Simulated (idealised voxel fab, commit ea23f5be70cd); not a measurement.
process module | voxel plated lines
cross-section cut | 215 nm wide | cells 5 nm
A cross-section is a grid of square cells, given in bands from the top down. A band is one or more rows of cells.
Each band's line starts with the height of the band's top and of its bottom, in nm. Then come its materials from left to right, each with its width in nm. One material with "throughout" fills the band from edge to edge. "air" is empty space.
Height 0 is the level under which the wafer as received is all one material. The lowest band goes on downwards, as in "0 down".
A width such as "30 to 40" changes by the same amount from each row of cells to the next, from the band's top row to its bottom row.
"no change" after a step means that no cell of the cross-section changed.
closed voids: empty space of 8 cells or more with no open way to the top, each as width x height at its distance from the left edge, in nm
after a step's settings: what the simulator itself notes on the step
overlay nm, on a step with a mask: how far to the right of its planned place the mask lay; to the left if negative
plan
1 op RECEIVE | material Si
2 op CONFORMAL_DEP | material SiN | thk nm 15
3 op DIRECTIONAL_DEP | material TiN | thk nm 5
4 op PATTERN | tone open | mask id LINES | material resist | width nm 25 | pitch nm 55 | thk nm 30 | overlay nm -15
5 op EPI | material Ru | thk nm 5
6 op EPI | material Ru | thk nm 5
7 op STRIP | etch materials resist
8 op DIRECTIONAL_ETCH | etch materials TiN | depth nm 5
9 op CONFORMAL_DEP | material SiO2 | thk nm 5
varied across the wafers: overlay nm of step 4. The plan shows the first wafer's value. All wafers start alike
first wafer as received, after step 1
  0 down: Si throughout
  closed voids: none
each wafer at the end: cells of each material gained (+) or lost (-) since it was received, then its closed voids
overlay nm -15 | +30 Ru | +129 SiN | +61 SiO2 | +15 TiN | closed voids: none
overlay nm -10 | +30 Ru | +129 SiN | +61 SiO2 | +15 TiN | closed voids: none
overlay nm -5 | +30 Ru | +129 SiN | +61 SiO2 | +15 TiN | closed voids: none
overlay nm 0 | +30 Ru | +129 SiN | +61 SiO2 | +15 TiN | closed voids: none
overlay nm 5 | +30 Ru | +129 SiN | +61 SiO2 | +15 TiN | closed voids: none
overlay nm 10 | +30 Ru | +129 SiN | +61 SiO2 | +15 TiN | closed voids: none
overlay nm 15 | +30 Ru | +129 SiN | +61 SiO2 | +15 TiN | closed voids: none
